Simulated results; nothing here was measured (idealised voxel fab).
This section sets out a process module, namely voxel plated lines.
Section shown: cut. Width: 295 nm. Cell size: 5 nm, square.
Cross-sections here: square-cell grids, written as top-down lists of bands, a band being one or more rows of cells.
Top, bottom (nm), then materials left to right with widths (nm); lone material tagged "edge to edge" fills the whole band edge to edge; "blank" = empty space.
Heights are measured from 0, the level below which the as-received wafer is all one material; the lowest band has no bottom and continues downward, written as in "0 down".
You'd read "30 to 40" like this: the band's top row of cells is as wide as the first number, its bottom row is as wide as the second, and going down, every row changes width by the same amount as the row before did.
"nothing was modified" -> step changed no cross-section cell.
"Trapped cavities" specifies each empty space that is not open to the top and that occupies no fewer than 8 cells, using the form width x height at distance, the distance measured from the left edge and all three quantities in nm.
The remark found on a step's line after its settings is issued by the simulator itself and pertains to that step.
overlay nm: how far to the right of its planned place the mask lay on this masked step (negative: to the left).
THESE ARE THE STEPS WE PLANNED FOR THE PROCESS
1: RECEIVE: material Si
2: CONFORMAL_DEP: material Al2O3, thk nm 10
3: DIRECTIONAL_DEP: material TiN, thk nm 5
4: PATTERN: tone open, mask id LINES, material resist, width nm 30, pitch nm 60, thk nm 20, overlay nm 0
5: EPI: material Ru, thk nm 10
6: STRIP: etch materials resist
7: DIRECTIONAL_ETCH: etch materials TiN, depth nm 5
8: CONFORMAL_DEP: material SiN, thk nm 10
CROSS-SECTION OF THE WAFER AS IT CAME TO US, I.E., ALREADY THROUGH STEP 1
0 down | Si edge to edge
Trapped cavities: none
FINAL CROSS-SECTION, MODULE RUN WITH ONE MISTAKE (START AND PLAN AS ABOVE)
25 to 15 | SiN edge to edge
15 to 5 | Al2O3 edge to edge
5 to 0 | TiN edge to edge
0 down | Si edge to edge
Trapped cavities: none
Nonconformance to the process plan: contrary to the plan, steps 2 and 3 were processed in exchanged order
